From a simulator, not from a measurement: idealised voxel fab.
You're looking at the process module voxel double patterning.
We display cut, a cross-section 200 nm in width whose square cells are each 5 nm.
Square cells in a grid make up a cross-section in this document, and the grid is given as bands, listed from the top down, each one or more rows of cells. Basically the band line says how high the top is and how high the bottom is, in nm, and then what's in it from left to right, every material with its width in nm. Empty space shows up as "empty", and if a single material carries "full width" it runs the full band edge to edge. Heights from 0 (as-received wafer is one material below). Bottom band endless downward, as "top 0, no bottom". Read "30 to 40" as a graded width: first number on top, second number at the bottom, same change between each pair of neighbouring rows. "nothing got changed" for a step: no cell of the cross-section changed in that step. So "Voids, enclosed" is basically the list of trapped voids: any empty space of 8 cells or more that can't reach the top through an opening. They're written width x height at distance, the distance being from the left edge, and it's all nm. after a step's settings: what the simulator itself notes on the step. overlay nm: where the mask lay relative to plan, measured to the right, on steps with a mask; negatives go left.

SET OUT BELOW ARE THE PLANNED STEPS OF THE PROCESS
| 1 | op RECEIVE | material Si |
| 2 | op CONFORMAL_DEP | material SiO2 | thk nm 10 |
| 3 | op DIRECTIONAL_DEP | material TiN | thk nm 15 |
| 4 | op DIRECTIONAL_DEP | material SiCN | thk nm 10 |
| 5 | op DIRECTIONAL_DEP | material aC | thk nm 15 |
| 6 | op PATTERN | tone open | mask id FIRST | material resist | width nm 15 | pitch nm 50 | thk nm 35 | overlay nm 0 |
| 7 | op DIRECTIONAL_ETCH | etch materials aC | depth nm 15 |
| 8 | op STRIP | etch materials resist |
| 9 | op DIRECTIONAL_ETCH | etch materials SiCN | depth nm 10 |
| 10 | op STRIP | etch materials aC |
| 11 | op PATTERN | tone open | mask id SECOND | material resist | width nm 15 | pitch nm 50 | thk nm 20 | overlay nm 0 |
| 12 | op DIRECTIONAL_ETCH | etch materials SiCN | depth nm 10 |
| 13 | op STRIP | etch materials resist |
| 14 | op DIRECTIONAL_ETCH | etch materials TiN | depth nm 15 |
| 15 | op STRIP | etch materials SiCN |
varied across the wafers: width nm of step 11. The plan shows the first wafer's value. All wafers start alike

AS-RECEIVED CROSS-SECTION, FIRST OF SEVERAL WAFERS, POST STEP 1
- top 0, no bottom = Si full width
- Voids, enclosed: none

FIRST OF SEVERAL WAFERS, SECTIONED AT END OF MODULE (LAST STEP: STEP 15)
- top 25, bottom 10 = 40 nm TiN, 15 nm empty, 10 nm TiN, 15 nm empty, 10 nm TiN, 15 nm empty, 10 nm TiN, 15 nm empty, 10 nm TiN, 15 nm empty, 45 nm TiN
- top 10, bottom 0 = SiO2 full width
- top 0, no bottom = Si full width
- Voids, enclosed: none

CROSS-SECTIONAL VIEW, END OF MODULE, LAST WAFER OF SEVERAL
- top 25, bottom 10 = 40 nm TiN, 15 nm empty, 5 nm TiN, 45 nm empty, 5 nm TiN, 45 nm empty, 45 nm TiN
- top 10, bottom 0 = SiO2 full width
- top 0, no bottom = Si full width
- Voids, enclosed: none

PER WAFER (ROW), END OF MODULE: DELTA IN CELLS PER MATERIAL SINCE RECEIPT, (+) FOR GAINED, (-) FOR LOST; CLOSED VOIDS AFTER THAT
width nm 15, +80 SiO2, +75 TiN, Voids, enclosed: none
width nm 20, +80 SiO2, +69 TiN, Voids, enclosed: none
width nm 25, +80 SiO2, +63 TiN, Voids, enclosed: none
width nm 30, +80 SiO2, +57 TiN, Voids, enclosed: none
